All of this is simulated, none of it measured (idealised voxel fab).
process module | voxel quadruple lines
cross-section cut | 235 nm wide | cells 5 nm
A cross-section is a grid of square cells, given in bands from the top down. A band is one or more rows of cells.
Each band's line starts with the height of the band's top and of its bottom, in nm. Then come its materials from left to right, each with its width in nm. One material with "throughout" fills the band from edge to edge. "air" is empty space.
Height 0 is the level under which the wafer as received is all one material. The lowest band goes on downwards, as in "0 down".
A width such as "30 to 40" changes by the same amount from each row of cells to the next, from the band's top row to its bottom row.
"no change" after a step means that no cell of the cross-section changed.
closed voids: empty space of 8 cells or more with no open way to the top, each as width x height at its distance from the left edge, in nm
after a step's settings: what the simulator itself notes on the step
overlay nm, on a step with a mask: how far to the right of its planned place the mask lay; to the left if negative
Each pair below shows a cross-section before one step and the cross-section after it, down to the lowest band that changed. The line under each pair gives the step between them, with its settings. The pairs can come from different runs of this module on the same starting wafer, so a pair continues from the pair above only where its "before" says so.
before
  0 down: Si throughout
  closed voids: none
after
  5 to 0: SiO2 throughout
  below 0: unchanged
  closed voids: none
the step between: op CONFORMAL_DEP | material SiO2 | thk nm 5
before: the cross-section after the pair above
after
  20 to 5: Ru throughout
  below 5: unchanged
  closed voids: none
the step between: op DIRECTIONAL_DEP | material Ru | thk nm 15
before: the cross-section after the pair above
after
  35 to 20: polySi throughout
  below 20: unchanged
  closed voids: none
the step between: op DIRECTIONAL_DEP | material polySi | thk nm 15
before: the cross-section after the pair above
after
  60 to 35: aC throughout
  below 35: unchanged
  closed voids: none
the step between: op DIRECTIONAL_DEP | material aC | thk nm 25
before: the cross-section after the pair above
after
  95 to 60: air 65 | resist 25 | air 55 | resist 25 | air 65
  below 60: unchanged
  closed voids: none
the step between: op PATTERN | tone cover | mask id MANDREL | material resist | width nm 25 | pitch nm 80 | thk nm 35 | overlay nm 0
before: the cross-section after the pair above
after
  70 to 60: air 65 | resist 25 | air 55 | resist 25 | air 65
  60 to 35: air 65 | aC 25 | air 55 | aC 25 | air 65
  below 35: unchanged
  closed voids: none
the step between: op DIRECTIONAL_ETCH | etch materials aC | depth nm 25
before: the cross-section after the pair above
after
  60 to 35: air 65 | aC 25 | air 55 | aC 25 | air 65
  below 35: unchanged
  closed voids: none
the step between: op STRIP | etch materials resist
before: the cross-section after the pair above
after
  75 to 60: air 50 | SiO2 55 | air 25 | SiO2 55 | air 50
  60 to 50: air 50 | SiO2 15 | aC 25 | SiO2 15 | air 25 | SiO2 15 | aC 25 | SiO2 15 | air 50
  50 to 35: SiO2 65 | aC 25 | SiO2 55 | aC 25 | SiO2 65
  below 35: unchanged
  closed voids: none
the step between: op CONFORMAL_DEP | material SiO2 | thk nm 15
before: the cross-section after the pair above
after
  60 to 35: air 50 | SiO2 15 | aC 25 | SiO2 15 | air 25 | SiO2 15 | aC 25 | SiO2 15 | air 50
  below 35: unchanged
  closed voids: none
the step between: op DIRECTIONAL_ETCH | etch materials SiO2 | depth nm 15
before: the cross-section after the pair above
after
  60 to 35: air 50 | SiO2 15 | air 25 | SiO2 15 | air 25 | SiO2 15 | air 25 | SiO2 15 | air 50
  below 35: unchanged
  closed voids: none
the step between: op STRIP | etch materials aC
before: the cross-section after the pair above
after
  60 to 35: air 50 | SiO2 15 | air 25 | SiO2 15 | air 25 | SiO2 15 | air 25 | SiO2 15 | air 50
  35 to 20: air 50 | polySi 15 | air 25 | polySi 15 | air 25 | polySi 15 | air 25 | polySi 15 | air 50
  below 20: unchanged
  closed voids: none
the step between: op DIRECTIONAL_ETCH | etch materials polySi | depth nm 15
before: the cross-section after the pair above
after
  35 to 20: air 50 | polySi 15 | air 25 | polySi 15 | air 25 | polySi 15 | air 25 | polySi 15 | air 50
  below 20: unchanged
  closed voids: none
the step between: op STRIP | etch materials SiO2
before: the cross-section after the pair above
after
  40 to 35: air 45 | SiCN 25 | air 15 | SiCN 25 | air 15 | SiCN 25 | air 15 | SiCN 25 | air 45
  35 to 25: air 45 | SiCN 5 | polySi 15 | SiCN 5 | air 15 | SiCN 5 | polySi 15 | SiCN 5 | air 15 | SiCN 5 | polySi 15 | SiCN 5 | air 15 | SiCN 5 | polySi 15 | SiCN 5 | air 45
  25 to 20: SiCN 50 | polySi 15 | SiCN 25 | polySi 15 | SiCN 25 | polySi 15 | SiCN 25 | polySi 15 | SiCN 50
  below 20: unchanged
  closed voids: none
the step between: op CONFORMAL_DEP | material SiCN | thk nm 5
before: the cross-section after the pair above
after
  35 to 20: air 45 | SiCN 5 | polySi 15 | SiCN 5 | air 15 | SiCN 5 | polySi 15 | SiCN 5 | air 15 | SiCN 5 | polySi 15 | SiCN 5 | air 15 | SiCN 5 | polySi 15 | SiCN 5 | air 45
  below 20: unchanged
  closed voids: none
the step between: op DIRECTIONAL_ETCH | etch materials SiCN | depth nm 5
before: the cross-section after the pair above
after
  35 to 20: air 45 | SiCN 5 | air 15 | SiCN 5 | air 15 | SiCN 5 | air 15 | SiCN 5 | air 15 | SiCN 5 | air 15 | SiCN 5 | air 15 | SiCN 5 | air 15 | SiCN 5 | air 45
  below 20: unchanged
  closed voids: none
the step between: op STRIP | etch materials polySi
before: the cross-section after the pair above
after
  35 to 20: air 45 | SiCN 5 | air 15 | SiCN 5 | air 15 | SiCN 5 | air 15 | SiCN 5 | air 15 | SiCN 5 | air 15 | SiCN 5 | air 15 | SiCN 5 | air 15 | SiCN 5 | air 45
  20 to 5: air 45 | Ru 5 | air 15 | Ru 5 | air 15 | Ru 5 | air 15 | Ru 5 | air 15 | Ru 5 | air 15 | Ru 5 | air 15 | Ru 5 | air 15 | Ru 5 | air 45
  below 5: unchanged
  closed voids: none
the step between: op DIRECTIONAL_ETCH | etch materials Ru | depth nm 15
before: the cross-section after the pair above
after
  20 to 5: air 45 | Ru 5 | air 15 | Ru 5 | air 15 | Ru 5 | air 15 | Ru 5 | air 15 | Ru 5 | air 15 | Ru 5 | air 15 | Ru 5 | air 15 | Ru 5 | air 45
  below 5: unchanged
  closed voids: none
the step between: op STRIP | etch materials SiCN
before
  0 down: Si throughout
  closed voids: none
after
  15 to 0: Ru throughout
  below 0: unchanged
  closed voids: none
the step between: op DIRECTIONAL_DEP | material Ru | thk nm 15
before: the cross-section after the pair above
after
  30 to 15: polySi throughout
  below 15: unchanged
  closed voids: none
the step between: op DIRECTIONAL_DEP | material polySi | thk nm 15
before: the cross-section after the pair above
after
  55 to 30: aC throughout
  below 30: unchanged
  closed voids: none
the step between: op DIRECTIONAL_DEP | material aC | thk nm 25
before: the cross-section after the pair above
after
  90 to 55: air 65 | resist 25 | air 55 | resist 25 | air 65
  below 55: unchanged
  closed voids: none
the step between: op PATTERN | tone cover | mask id MANDREL | material resist | width nm 25 | pitch nm 80 | thk nm 35 | overlay nm 0
before: the cross-section after the pair above
after
  65 to 55: air 65 | resist 25 | air 55 | resist 25 | air 65
  55 to 30: air 65 | aC 25 | air 55 | aC 25 | air 65
  below 30: unchanged
  closed voids: none
the step between: op DIRECTIONAL_ETCH | etch materials aC | depth nm 25
before: the cross-section after the pair above
after
  55 to 30: air 65 | aC 25 | air 55 | aC 25 | air 65
  below 30: unchanged
  closed voids: none
the step between: op STRIP | etch materials resist
before: the cross-section after the pair above
after
  70 to 55: air 50 | SiO2 55 | air 25 | SiO2 55 | air 50
  55 to 45: air 50 | SiO2 15 | aC 25 | SiO2 15 | air 25 | SiO2 15 | aC 25 | SiO2 15 | air 50
  45 to 30: SiO2 65 | aC 25 | SiO2 55 | aC 25 | SiO2 65
  below 30: unchanged
  closed voids: none
the step between: op CONFORMAL_DEP | material SiO2 | thk nm 15
before: the cross-section after the pair above
after
  55 to 30: air 50 | SiO2 15 | aC 25 | SiO2 15 | air 25 | SiO2 15 | aC 25 | SiO2 15 | air 50
  below 30: unchanged
  closed voids: none
the step between: op DIRECTIONAL_ETCH | etch materials SiO2 | depth nm 15
before: the cross-section after the pair above
after
  55 to 30: air 50 | SiO2 15 | air 25 | SiO2 15 | air 25 | SiO2 15 | air 25 | SiO2 15 | air 50
  below 30: unchanged
  closed voids: none
the step between: op STRIP | etch materials aC
before: the cross-section after the pair above
after
  55 to 30: air 50 | SiO2 15 | air 25 | SiO2 15 | air 25 | SiO2 15 | air 25 | SiO2 15 | air 50
  30 to 15: air 50 | polySi 15 | air 25 | polySi 15 | air 25 | polySi 15 | air 25 | polySi 15 | air 50
  below 15: unchanged
  closed voids: none
the step between: op DIRECTIONAL_ETCH | etch materials polySi | depth nm 15
before: the cross-section after the pair above
after
  30 to 15: air 50 | polySi 15 | air 25 | polySi 15 | air 25 | polySi 15 | air 25 | polySi 15 | air 50
  below 15: unchanged
  closed voids: none
the step between: op STRIP | etch materials SiO2
before: the cross-section after the pair above
after
  35 to 30: air 45 | SiCN 25 | air 15 | SiCN 25 | air 15 | SiCN 25 | air 15 | SiCN 25 | air 45
  30 to 20: air 45 | SiCN 5 | polySi 15 | SiCN 5 | air 15 | SiCN 5 | polySi 15 | SiCN 5 | air 15 | SiCN 5 | polySi 15 | SiCN 5 | air 15 | SiCN 5 | polySi 15 | SiCN 5 | air 45
  20 to 15: SiCN 50 | polySi 15 | SiCN 25 | polySi 15 | SiCN 25 | polySi 15 | SiCN 25 | polySi 15 | SiCN 50
  below 15: unchanged
  closed voids: none
the step between: op CONFORMAL_DEP | material SiCN | thk nm 5
before: the cross-section after the pair above
after
  30 to 15: air 45 | SiCN 5 | polySi 15 | SiCN 5 | air 15 | SiCN 5 | polySi 15 | SiCN 5 | air 15 | SiCN 5 | polySi 15 | SiCN 5 | air 15 | SiCN 5 | polySi 15 | SiCN 5 | air 45
  below 15: unchanged
  closed voids: none
the step between: op DIRECTIONAL_ETCH | etch materials SiCN | depth nm 5
before: the cross-section after the pair above
after
  30 to 15: air 45 | SiCN 5 | air 15 | SiCN 5 | air 15 | SiCN 5 | air 15 | SiCN 5 | air 15 | SiCN 5 | air 15 | SiCN 5 | air 15 | SiCN 5 | air 15 | SiCN 5 | air 45
  below 15: unchanged
  closed voids: none
the step between: op STRIP | etch materials polySi
before: the cross-section after the pair above
after
  30 to 15: air 45 | SiCN 5 | air 15 | SiCN 5 | air 15 | SiCN 5 | air 15 | SiCN 5 | air 15 | SiCN 5 | air 15 | SiCN 5 | air 15 | SiCN 5 | air 15 | SiCN 5 | air 45
  15 to 0: air 45 | Ru 5 | air 15 | Ru 5 | air 15 | Ru 5 | air 15 | Ru 5 | air 15 | Ru 5 | air 15 | Ru 5 | air 15 | Ru 5 | air 15 | Ru 5 | air 45
  below 0: unchanged
  closed voids: none
the step between: op DIRECTIONAL_ETCH | etch materials Ru | depth nm 15
before: the cross-section after the pair above
after
  15 to 0: air 45 | Ru 5 | air 15 | Ru 5 | air 15 | Ru 5 | air 15 | Ru 5 | air 15 | Ru 5 | air 15 | Ru 5 | air 15 | Ru 5 | air 15 | Ru 5 | air 45
  below 0: unchanged
  closed voids: none
the step between: op STRIP | etch materials SiCN
before
  20 to 5: Ru throughout
  5 to 0: SiO2 throughout
  0 down: Si throughout
  closed voids: none
after
  35 to 5: Ru throughout
  below 5: unchanged
  closed voids: none
the step between: op DIRECTIONAL_DEP | material Ru | thk nm 15
before: the cross-section after the pair above
after
  50 to 35: polySi throughout
  below 35: unchanged
  closed voids: none
the step between: op DIRECTIONAL_DEP | material polySi | thk nm 15
before: the cross-section after the pair above
after
  75 to 50: aC throughout
  below 50: unchanged
  closed voids: none
the step between: op DIRECTIONAL_DEP | material aC | thk nm 25
before: the cross-section after the pair above
after
  110 to 75: air 65 | resist 25 | air 55 | resist 25 | air 65
  below 75: unchanged
  closed voids: none
the step between: op PATTERN | tone cover | mask id MANDREL | material resist | width nm 25 | pitch nm 80 | thk nm 35 | overlay nm 0
before: the cross-section after the pair above
after
  85 to 75: air 65 | resist 25 | air 55 | resist 25 | air 65
  75 to 50: air 65 | aC 25 | air 55 | aC 25 | air 65
  below 50: unchanged
  closed voids: none
the step between: op DIRECTIONAL_ETCH | etch materials aC | depth nm 25
before: the cross-section after the pair above
after
  75 to 50: air 65 | aC 25 | air 55 | aC 25 | air 65
  below 50: unchanged
  closed voids: none
the step between: op STRIP | etch materials resist
before: the cross-section after the pair above
after
  90 to 75: air 50 | SiO2 55 | air 25 | SiO2 55 | air 50
  75 to 65: air 50 | SiO2 15 | aC 25 | SiO2 15 | air 25 | SiO2 15 | aC 25 | SiO2 15 | air 50
  65 to 50: SiO2 65 | aC 25 | SiO2 55 | aC 25 | SiO2 65
  below 50: unchanged
  closed voids: none
the step between: op CONFORMAL_DEP | material SiO2 | thk nm 15
before: the cross-section after the pair above
after
  75 to 50: air 50 | SiO2 15 | aC 25 | SiO2 15 | air 25 | SiO2 15 | aC 25 | SiO2 15 | air 50
  below 50: unchanged
  closed voids: none
the step between: op DIRECTIONAL_ETCH | etch materials SiO2 | depth nm 15
before: the cross-section after the pair above
after
  75 to 50: air 50 | SiO2 15 | air 25 | SiO2 15 | air 25 | SiO2 15 | air 25 | SiO2 15 | air 50
  below 50: unchanged
  closed voids: none
the step between: op STRIP | etch materials aC
before: the cross-section after the pair above
after
  75 to 50: air 50 | SiO2 15 | air 25 | SiO2 15 | air 25 | SiO2 15 | air 25 | SiO2 15 | air 50
  50 to 35: air 50 | polySi 15 | air 25 | polySi 15 | air 25 | polySi 15 | air 25 | polySi 15 | air 50
  below 35: unchanged
  closed voids: none
the step between: op DIRECTIONAL_ETCH | etch materials polySi | depth nm 15
before: the cross-section after the pair above
after
  50 to 35: air 50 | polySi 15 | air 25 | polySi 15 | air 25 | polySi 15 | air 25 | polySi 15 | air 50
  below 35: unchanged
  closed voids: none
the step between: op STRIP | etch materials SiO2
before: the cross-section after the pair above
after
  55 to 50: air 45 | SiCN 25 | air 15 | SiCN 25 | air 15 | SiCN 25 | air 15 | SiCN 25 | air 45
  50 to 40: air 45 | SiCN 5 | polySi 15 | SiCN 5 | air 15 | SiCN 5 | polySi 15 | SiCN 5 | air 15 | SiCN 5 | polySi 15 | SiCN 5 | air 15 | SiCN 5 | polySi 15 | SiCN 5 | air 45
  40 to 35: SiCN 50 | polySi 15 | SiCN 25 | polySi 15 | SiCN 25 | polySi 15 | SiCN 25 | polySi 15 | SiCN 50
  below 35: unchanged
  closed voids: none
the step between: op CONFORMAL_DEP | material SiCN | thk nm 5
before: the cross-section after the pair above
after
  50 to 35: air 45 | SiCN 5 | polySi 15 | SiCN 5 | air 15 | SiCN 5 | polySi 15 | SiCN 5 | air 15 | SiCN 5 | polySi 15 | SiCN 5 | air 15 | SiCN 5 | polySi 15 | SiCN 5 | air 45
  below 35: unchanged
  closed voids: none
the step between: op DIRECTIONAL_ETCH | etch materials SiCN | depth nm 5
before: the cross-section after the pair above
after
  50 to 35: air 45 | SiCN 5 | air 15 | SiCN 5 | air 15 | SiCN 5 | air 15 | SiCN 5 | air 15 | SiCN 5 | air 15 | SiCN 5 | air 15 | SiCN 5 | air 15 | SiCN 5 | air 45
  below 35: unchanged
  closed voids: none
the step between: op STRIP | etch materials polySi
before: the cross-section after the pair above
after
  50 to 35: air 45 | SiCN 5 | air 15 | SiCN 5 | air 15 | SiCN 5 | air 15 | SiCN 5 | air 15 | SiCN 5 | air 15 | SiCN 5 | air 15 | SiCN 5 | air 15 | SiCN 5 | air 45
  35 to 20: air 45 | Ru 5 | air 15 | Ru 5 | air 15 | Ru 5 | air 15 | Ru 5 | air 15 | Ru 5 | air 15 | Ru 5 | air 15 | Ru 5 | air 15 | Ru 5 | air 45
  below 20: unchanged
  closed voids: none
the step between: op DIRECTIONAL_ETCH | etch materials Ru | depth nm 15
before: the cross-section after the pair above
after
  35 to 20: air 45 | Ru 5 | air 15 | Ru 5 | air 15 | Ru 5 | air 15 | Ru 5 | air 15 | Ru 5 | air 15 | Ru 5 | air 15 | Ru 5 | air 15 | Ru 5 | air 45
  below 20: unchanged
  closed voids: none
the step between: op STRIP | etch materials SiCN
before
  20 to 5: Ru throughout
  5 to 0: SiO2 throughout
  0 down: Si throughout
  closed voids: none
after
  45 to 20: aC throughout
  below 20: unchanged
  closed voids: none
the step between: op DIRECTIONAL_DEP | material aC | thk nm 25
before: the cross-section after the pair above
after
  60 to 45: polySi throughout
  below 45: unchanged
  closed voids: none
the step between: op DIRECTIONAL_DEP | material polySi | thk nm 15
before: the cross-section after the pair above
after
  95 to 60: air 65 | resist 25 | air 55 | resist 25 | air 65
  below 60: unchanged
  closed voids: none
the step between: op PATTERN | tone cover | mask id MANDREL | material resist | width nm 25 | pitch nm 80 | thk nm 35 | overlay nm 0
before: the cross-section after the pair above
after
  70 to 60: air 65 | resist 25 | air 55 | resist 25 | air 65
  below 60: unchanged
  closed voids: none
the step between: op DIRECTIONAL_ETCH | etch materials aC | depth nm 25
before: the cross-section after the pair above
after
  60 to 45: polySi throughout
  below 45: unchanged
  closed voids: none
the step between: op STRIP | etch materials resist
before: the cross-section after the pair above
after
  75 to 60: SiO2 throughout
  below 60: unchanged
  closed voids: none
the step between: op CONFORMAL_DEP | material SiO2 | thk nm 15
before: the cross-section after the pair above
after
  60 to 45: polySi throughout
  below 45: unchanged
  closed voids: none
the step between: op DIRECTIONAL_ETCH | etch materials SiO2 | depth nm 15
before: the cross-section after the pair above
after
  45 to 20: aC throughout
  below 20: unchanged
  closed voids: none
the step between: op DIRECTIONAL_ETCH | etch materials polySi | depth nm 15
before: the cross-section after the pair above
after
  50 to 45: SiCN throughout
  below 45: unchanged
  closed voids: none
the step between: op CONFORMAL_DEP | material SiCN | thk nm 5
before: the cross-section after the pair above
after
  45 to 20: aC throughout
  below 20: unchanged
  closed voids: none
the step between: op DIRECTIONAL_ETCH | etch materials SiCN | depth nm 5
before
  5 to 0: SiO2 throughout
  0 down: Si throughout
  closed voids: none
after
  25 to 5: Ru throughout
  below 5: unchanged
  closed voids: none
the step between: op DIRECTIONAL_DEP | material Ru | thk nm 20
before: the cross-section after the pair above
after
  40 to 25: polySi throughout
  below 25: unchanged
  closed voids: none
the step between: op DIRECTIONAL_DEP | material polySi | thk nm 15
before: the cross-section after the pair above
after
  65 to 40: aC throughout
  below 40: unchanged
  closed voids: none
the step between: op DIRECTIONAL_DEP | material aC | thk nm 25
before: the cross-section after the pair above
after
  100 to 65: air 65 | resist 25 | air 55 | resist 25 | air 65
  below 65: unchanged
  closed voids: none
the step between: op PATTERN | tone cover | mask id MANDREL | material resist | width nm 25 | pitch nm 80 | thk nm 35 | overlay nm 0
before: the cross-section after the pair above
after
  75 to 65: air 65 | resist 25 | air 55 | resist 25 | air 65
  65 to 40: air 65 | aC 25 | air 55 | aC 25 | air 65
  below 40: unchanged
  closed voids: none
the step between: op DIRECTIONAL_ETCH | etch materials aC | depth nm 25
before: the cross-section after the pair above
after
  65 to 40: air 65 | aC 25 | air 55 | aC 25 | air 65
  below 40: unchanged
  closed voids: none
the step between: op STRIP | etch materials resist
before: the cross-section after the pair above
after
  80 to 65: air 50 | SiO2 55 | air 25 | SiO2 55 | air 50
  65 to 55: air 50 | SiO2 15 | aC 25 | SiO2 15 | air 25 | SiO2 15 | aC 25 | SiO2 15 | air 50
  55 to 40: SiO2 65 | aC 25 | SiO2 55 | aC 25 | SiO2 65
  below 40: unchanged
  closed voids: none
the step between: op CONFORMAL_DEP | material SiO2 | thk nm 15
before: the cross-section after the pair above
after
  65 to 40: air 50 | SiO2 15 | aC 25 | SiO2 15 | air 25 | SiO2 15 | aC 25 | SiO2 15 | air 50
  below 40: unchanged
  closed voids: none
the step between: op DIRECTIONAL_ETCH | etch materials SiO2 | depth nm 15
before: the cross-section after the pair above
after
  65 to 40: air 50 | SiO2 15 | air 25 | SiO2 15 | air 25 | SiO2 15 | air 25 | SiO2 15 | air 50
  below 40: unchanged
  closed voids: none
the step between: op STRIP | etch materials aC
before: the cross-section after the pair above
after
  65 to 40: air 50 | SiO2 15 | air 25 | SiO2 15 | air 25 | SiO2 15 | air 25 | SiO2 15 | air 50
  40 to 25: air 50 | polySi 15 | air 25 | polySi 15 | air 25 | polySi 15 | air 25 | polySi 15 | air 50
  below 25: unchanged
  closed voids: none
the step between: op DIRECTIONAL_ETCH | etch materials polySi | depth nm 15
before: the cross-section after the pair above
after
  40 to 25: air 50 | polySi 15 | air 25 | polySi 15 | air 25 | polySi 15 | air 25 | polySi 15 | air 50
  below 25: unchanged
  closed voids: none
the step between: op STRIP | etch materials SiO2
before: the cross-section after the pair above
after
  45 to 40: air 45 | SiCN 25 | air 15 | SiCN 25 | air 15 | SiCN 25 | air 15 | SiCN 25 | air 45
  40 to 30: air 45 | SiCN 5 | polySi 15 | SiCN 5 | air 15 | SiCN 5 | polySi 15 | SiCN 5 | air 15 | SiCN 5 | polySi 15 | SiCN 5 | air 15 | SiCN 5 | polySi 15 | SiCN 5 | air 45
  30 to 25: SiCN 50 | polySi 15 | SiCN 25 | polySi 15 | SiCN 25 | polySi 15 | SiCN 25 | polySi 15 | SiCN 50
  below 25: unchanged
  closed voids: none
the step between: op CONFORMAL_DEP | material SiCN | thk nm 5
before: the cross-section after the pair above
after
  40 to 25: air 45 | SiCN 5 | polySi 15 | SiCN 5 | air 15 | SiCN 5 | polySi 15 | SiCN 5 | air 15 | SiCN 5 | polySi 15 | SiCN 5 | air 15 | SiCN 5 | polySi 15 | SiCN 5 | air 45
  below 25: unchanged
  closed voids: none
the step between: op DIRECTIONAL_ETCH | etch materials SiCN | depth nm 5
before: the cross-section after the pair above
after
  40 to 25: air 45 | SiCN 5 | air 15 | SiCN 5 | air 15 | SiCN 5 | air 15 | SiCN 5 | air 15 | SiCN 5 | air 15 | SiCN 5 | air 15 | SiCN 5 | air 15 | SiCN 5 | air 45
  below 25: unchanged
  closed voids: none
the step between: op STRIP | etch materials polySi
before: the cross-section after the pair above
after
  40 to 25: air 45 | SiCN 5 | air 15 | SiCN 5 | air 15 | SiCN 5 | air 15 | SiCN 5 | air 15 | SiCN 5 | air 15 | SiCN 5 | air 15 | SiCN 5 | air 15 | SiCN 5 | air 45
  25 to 10: air 45 | Ru 5 | air 15 | Ru 5 | air 15 | Ru 5 | air 15 | Ru 5 | air 15 | Ru 5 | air 15 | Ru 5 | air 15 | Ru 5 | air 15 | Ru 5 | air 45
  below 10: unchanged
  closed voids: none
the step between: op DIRECTIONAL_ETCH | etch materials Ru | depth nm 15
before: the cross-section after the pair above
after
  25 to 10: air 45 | Ru 5 | air 15 | Ru 5 | air 15 | Ru 5 | air 15 | Ru 5 | air 15 | Ru 5 | air 15 | Ru 5 | air 15 | Ru 5 | air 15 | Ru 5 | air 45
  below 10: unchanged
  closed voids: none
the step between: op STRIP | etch materials SiCN
before
  60 to 35: aC throughout
  35 to 20: polySi throughout
  20 to 5: Ru throughout
  5 to 0: SiO2 throughout
  0 down: Si throughout
  closed voids: none
after
  95 to 60: air 60 | resist 35 | air 45 | resist 35 | air 60
  below 60: unchanged
  closed voids: none
the step between: op PATTERN | tone cover | mask id MANDREL | material resist | width nm 35 | pitch nm 80 | thk nm 35 | overlay nm 0
before: the cross-section after the pair above
after
  70 to 60: air 60 | resist 35 | air 45 | resist 35 | air 60
  60 to 35: air 60 | aC 35 | air 45 | aC 35 | air 60
  below 35: unchanged
  closed voids: none
the step between: op DIRECTIONAL_ETCH | etch materials aC | depth nm 25
before: the cross-section after the pair above
after
  60 to 35: air 60 | aC 35 | air 45 | aC 35 | air 60
  below 35: unchanged
  closed voids: none
the step between: op STRIP | etch materials resist
before: the cross-section after the pair above
after
  75 to 60: air 45 | SiO2 65 | air 15 | SiO2 65 | air 45
  60 to 50: air 45 | SiO2 15 | aC 35 | SiO2 15 | air 15 | SiO2 15 | aC 35 | SiO2 15 | air 45
  50 to 35: SiO2 60 | aC 35 | SiO2 45 | aC 35 | SiO2 60
  below 35: unchanged
  closed voids: none
the step between: op CONFORMAL_DEP | material SiO2 | thk nm 15
before: the cross-section after the pair above
after
  60 to 35: air 45 | SiO2 15 | aC 35 | SiO2 15 | air 15 | SiO2 15 | aC 35 | SiO2 15 | air 45
  below 35: unchanged
  closed voids: none
the step between: op DIRECTIONAL_ETCH | etch materials SiO2 | depth nm 15
before: the cross-section after the pair above
after
  60 to 35: air 45 | SiO2 15 | air 35 | SiO2 15 | air 15 | SiO2 15 | air 35 | SiO2 15 | air 45
  below 35: unchanged
  closed voids: none
the step between: op STRIP | etch materials aC
before: the cross-section after the pair above
after
  60 to 35: air 45 | SiO2 15 | air 35 | SiO2 15 | air 15 | SiO2 15 | air 35 | SiO2 15 | air 45
  35 to 20: air 45 | polySi 15 | air 35 | polySi 15 | air 15 | polySi 15 | air 35 | polySi 15 | air 45
  below 20: unchanged
  closed voids: none
the step between: op DIRECTIONAL_ETCH | etch materials polySi | depth nm 15
before: the cross-section after the pair above
after
  35 to 20: air 45 | polySi 15 | air 35 | polySi 15 | air 15 | polySi 15 | air 35 | polySi 15 | air 45
  below 20: unchanged
  closed voids: none
the step between: op STRIP | etch materials SiO2
before: the cross-section after the pair above
after
  40 to 35: air 40 | SiCN 25 | air 25 | SiCN 25 | air 5 | SiCN 25 | air 25 | SiCN 25 | air 40
  35 to 25: air 40 | SiCN 5 | polySi 15 | SiCN 5 | air 25 | SiCN 5 | polySi 15 | SiCN 5 | air 5 | SiCN 5 | polySi 15 | SiCN 5 | air 25 | SiCN 5 | polySi 15 | SiCN 5 | air 40
  25 to 20: SiCN 45 | polySi 15 | SiCN 35 | polySi 15 | SiCN 15 | polySi 15 | SiCN 35 | polySi 15 | SiCN 45
  below 20: unchanged
  closed voids: none
the step between: op CONFORMAL_DEP | material SiCN | thk nm 5
before: the cross-section after the pair above
after
  35 to 20: air 40 | SiCN 5 | polySi 15 | SiCN 5 | air 25 | SiCN 5 | polySi 15 | SiCN 5 | air 5 | SiCN 5 | polySi 15 | SiCN 5 | air 25 | SiCN 5 | polySi 15 | SiCN 5 | air 40
  below 20: unchanged
  closed voids: none
the step between: op DIRECTIONAL_ETCH | etch materials SiCN | depth nm 5
before: the cross-section after the pair above
after
  35 to 20: air 40 | SiCN 5 | air 15 | SiCN 5 | air 25 | SiCN 5 | air 15 | SiCN 5 | air 5 | SiCN 5 | air 15 | SiCN 5 | air 25 | SiCN 5 | air 15 | SiCN 5 | air 40
  below 20: unchanged
  closed voids: none
the step between: op STRIP | etch materials polySi
before: the cross-section after the pair above
after
  35 to 20: air 40 | SiCN 5 | air 15 | SiCN 5 | air 25 | SiCN 5 | air 15 | SiCN 5 | air 5 | SiCN 5 | air 15 | SiCN 5 | air 25 | SiCN 5 | air 15 | SiCN 5 | air 40
  20 to 5: air 40 | Ru 5 | air 15 | Ru 5 | air 25 | Ru 5 | air 15 | Ru 5 | air 5 | Ru 5 | air 15 | Ru 5 | air 25 | Ru 5 | air 15 | Ru 5 | air 40
  below 5: unchanged
  closed voids: none
the step between: op DIRECTIONAL_ETCH | etch materials Ru | depth nm 15
before: the cross-section after the pair above
after
  20 to 5: air 40 | Ru 5 | air 15 | Ru 5 | air 25 | Ru 5 | air 15 | Ru 5 | air 5 | Ru 5 | air 15 | Ru 5 | air 25 | Ru 5 | air 15 | Ru 5 | air 40
  below 5: unchanged
  closed voids: none
the step between: op STRIP | etch materials SiCN
before
  60 to 35: aC throughout
  35 to 20: polySi throughout
  20 to 5: Ru throughout
  5 to 0: SiO2 throughout
  0 down: Si throughout
  closed voids: none
after
  95 to 60: air 55 | resist 25 | air 55 | resist 25 | air 75
  below 60: unchanged
  closed voids: none
the step between: op PATTERN | tone cover | mask id MANDREL | material resist | width nm 25 | pitch nm 80 | thk nm 35 | overlay nm -10
before: the cross-section after the pair above
after
  70 to 60: air 55 | resist 25 | air 55 | resist 25 | air 75
  60 to 35: air 55 | aC 25 | air 55 | aC 25 | air 75
  below 35: unchanged
  closed voids: none
the step between: op DIRECTIONAL_ETCH | etch materials aC | depth nm 25
before: the cross-section after the pair above
after
  60 to 35: air 55 | aC 25 | air 55 | aC 25 | air 75
  below 35: unchanged
  closed voids: none
the step between: op STRIP | etch materials resist
before: the cross-section after the pair above
after
  75 to 60: air 40 | SiO2 55 | air 25 | SiO2 55 | air 60
  60 to 50: air 40 | SiO2 15 | aC 25 | SiO2 15 | air 25 | SiO2 15 | aC 25 | SiO2 15 | air 60
  50 to 35: SiO2 55 | aC 25 | SiO2 55 | aC 25 | SiO2 75
  below 35: unchanged
  closed voids: none
the step between: op CONFORMAL_DEP | material SiO2 | thk nm 15
before: the cross-section after the pair above
after
  60 to 35: air 40 | SiO2 15 | aC 25 | SiO2 15 | air 25 | SiO2 15 | aC 25 | SiO2 15 | air 60
  below 35: unchanged
  closed voids: none
the step between: op DIRECTIONAL_ETCH | etch materials SiO2 | depth nm 15
before: the cross-section after the pair above
after
  60 to 35: air 40 | SiO2 15 | air 25 | SiO2 15 | air 25 | SiO2 15 | air 25 | SiO2 15 | air 60
  below 35: unchanged
  closed voids: none
the step between: op STRIP | etch materials aC
before: the cross-section after the pair above
after
  60 to 35: air 40 | SiO2 15 | air 25 | SiO2 15 | air 25 | SiO2 15 | air 25 | SiO2 15 | air 60
  35 to 20: air 40 | polySi 15 | air 25 | polySi 15 | air 25 | polySi 15 | air 25 | polySi 15 | air 60
  below 20: unchanged
  closed voids: none
the step between: op DIRECTIONAL_ETCH | etch materials polySi | depth nm 15
before: the cross-section after the pair above
after
  35 to 20: air 40 | polySi 15 | air 25 | polySi 15 | air 25 | polySi 15 | air 25 | polySi 15 | air 60
  below 20: unchanged
  closed voids: none
the step between: op STRIP | etch materials SiO2
before: the cross-section after the pair above
after
  40 to 35: air 35 | SiCN 25 | air 15 | SiCN 25 | air 15 | SiCN 25 | air 15 | SiCN 25 | air 55
  35 to 25: air 35 | SiCN 5 | polySi 15 | SiCN 5 | air 15 | SiCN 5 | polySi 15 | SiCN 5 | air 15 | SiCN 5 | polySi 15 | SiCN 5 | air 15 | SiCN 5 | polySi 15 | SiCN 5 | air 55
  25 to 20: SiCN 40 | polySi 15 | SiCN 25 | polySi 15 | SiCN 25 | polySi 15 | SiCN 25 | polySi 15 | SiCN 60
  below 20: unchanged
  closed voids: none
the step between: op CONFORMAL_DEP | material SiCN | thk nm 5
